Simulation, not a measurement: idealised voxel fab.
The process module presented herein is designated voxel gate over fins.
In the cross-section labelled cut, the width is 295 nm and each square cell is 5 nm.
Throughout this document, each cross-section is represented as a grid of square cells and is presented as a sequence of bands enumerated from the top downward, where a band comprises one or more rows of cells. Read a band's entry like this: the first values are the height of its top and the height of its bottom in nm, and what follows is the sequence of materials from left to right, each with its width in nm. Note that "air" is empty space, and that a single material marked "full width" reaches across the band from edge to edge. Height reference: 0 = level under which incoming wafer is all one material. Lowest band: no bottom, runs on downward, e.g. "0..down". The two numbers in a width such as "30..40" mark its ends across the band: the first belongs to the top row of cells, the second to the bottom row, and from each row to the next the width moves by the same amount. For the purposes of this document, the phrase "all unchanged" attached to a step denotes that no cell within the cross-section was modified by that step. What "Unvented voids" gives you is every empty space of 8 cells or more that is cut off from the top. Each appears as width x height at distance, with the distance taken from the left edge and width, height and distance all in nm. Formally, on a step line, whatever follows the settings is a remark that the simulator itself makes on the step. When a step includes a mask, the "overlay nm" setting on its line states how far to the right of its planned place that mask lay, and negative values state how far to the left.
Here's what the planned process steps look like
1: RECEIVE (material Si)
2: CONFORMAL_DEP (material SiN; thk nm 10)
3: DIRECTIONAL_DEP (material aC; thk nm 15)
4: PATTERN (tone cover; mask id FINS; material resist; width nm 15; pitch nm 60; thk nm 30; overlay nm 0)
5: DIRECTIONAL_ETCH (etch materials aC; depth nm 15)
6: STRIP (etch materials resist)
7: DIRECTIONAL_ETCH (etch materials SiN; depth nm 10)
8: DIRECTIONAL_ETCH (etch materials Si; depth nm 35)
9: STRIP (etch materials aC)
10: FILL_DEP (material SiO2; thk nm 15)
11: CMP (height nm 10)
12: DIRECTIONAL_DEP (material aC; thk nm 15)
13: PATTERN (tone open; mask id RAIL; material resist; width nm 15; thk nm 30; overlay nm 0)
14: DIRECTIONAL_ETCH (etch materials aC; depth nm 15)
15: STRIP (etch materials resist)
16: DIRECTIONAL_ETCH (etch materials SiO2; depth nm 40)
17: STRIP (etch materials aC)
18: CONFORMAL_DEP (material TiN; thk nm 5)
19: FILL_DEP (material W; thk nm 10)
20: CMP (height nm 10)
21: SELECTIVE_ETCH (etch materials W Ru TiN; depth nm 25)
22: FILL_DEP (material SiO2; thk nm 5)
23: CMP (height nm 10)
24: SELECTIVE_ETCH (etch materials SiO2; depth nm 20)
25: STRIP (etch materials SiN)
26: CONFORMAL_DEP (material HfO2; thk nm 5)
27: CONFORMAL_DEP (material TiN; thk nm 5)
28: CONFORMAL_DEP (material TiAl; thk nm 5)
29: CONFORMAL_DEP (material TiN; thk nm 5)
30: FILL_DEP (material W; thk nm 10)
31: CMP (height nm 25)
32: CONFORMAL_DEP (material SiCN; thk nm 5)
This is the cross-section of the wafer as we received it, i.e. after step 1
    0..down | Si full width
    Unvented voids: none
First of two wafers at the end of the module, shown in cross-section; run carried out as planned
    30..25 | SiCN full width
    25..20 | W full width
    20..15 | W=90; TiN=55; W=5; TiN=55; W=90
    15..10 | W=90; TiN=5; TiAl=45; TiN=5; W=5; TiN=5; TiAl=45; TiN=5; W=90
    10..5 | TiN=95; TiAl=5; TiN=35; TiAl=5; TiN=15; TiAl=5; TiN=35; TiAl=5; TiN=95
    5..0 | TiAl=100; TiN=5; HfO2=25; TiN=5; TiAl=25; TiN=5; HfO2=25; TiN=5; TiAl=100
    0..-5 | TiN=105; HfO2=5; Si=15; HfO2=5; TiN=35; HfO2=5; Si=15; HfO2=5; TiN=105
    -5..-10 | HfO2=110; Si=15; HfO2=45; Si=15; HfO2=110
    -10..-15 | SiO2=110; Si=15; SiO2=45; Si=15; SiO2=110
    -15..-25 | SiO2=110; Si=15; SiO2=15; TiN=5; W=5; TiN=5; SiO2=15; Si=15; SiO2=110
    -25..-30 | SiO2=110; Si=15; SiO2=15; TiN=15; SiO2=15; Si=15; SiO2=110
    -30..-35 | SiO2=110; Si=15; SiO2=45; Si=15; SiO2=110
    -35..down | Si full width
    Unvented voids: none
Here is the second of the two wafers cut open at the end of the module - same start, same plan as the first one, but we made one mistake running it
    30..25 | SiCN full width
    25..20 | W full width
    20..15 | W=95; TiN=55; W=5; TiN=55; W=85
    15..10 | W=95; TiN=5; TiAl=45; TiN=5; W=5; TiN=5; TiAl=45; TiN=5; W=85
    10..5 | TiN=100; TiAl=5; TiN=35; TiAl=5; TiN=15; TiAl=5; TiN=35; TiAl=5; TiN=90
    5..0 | TiAl=105; TiN=5; HfO2=25; TiN=5; TiAl=25; TiN=5; HfO2=25; TiN=5; TiAl=95
    0..-5 | TiN=110; HfO2=5; Si=15; HfO2=5; TiN=35; HfO2=5; Si=15; HfO2=5; TiN=100
    -5..-10 | HfO2=115; Si=15; HfO2=45; Si=15; HfO2=105
    -10..-15 | SiO2=115; Si=15; SiO2=45; Si=15; SiO2=105
    -15..-25 | SiO2=115; Si=15; SiO2=10; TiN=5; W=5; TiN=5; SiO2=20; Si=15; SiO2=105
    -25..-30 | SiO2=115; Si=15; SiO2=10; TiN=15; SiO2=20; Si=15; SiO2=105
    -30..-35 | SiO2=115; Si=15; SiO2=45; Si=15; SiO2=105
    -35..down | Si full width
    Unvented voids: none
What went wrong in running the wafer? planned and actual differ for step 4; actual: PATTERN (tone cover; mask id FINS; material resist; width nm 15; pitch nm 60; thk nm 30; overlay nm 5)
Tallied in cells, the final second wafer holds each material in the same quantity as the first, although not at the same places.
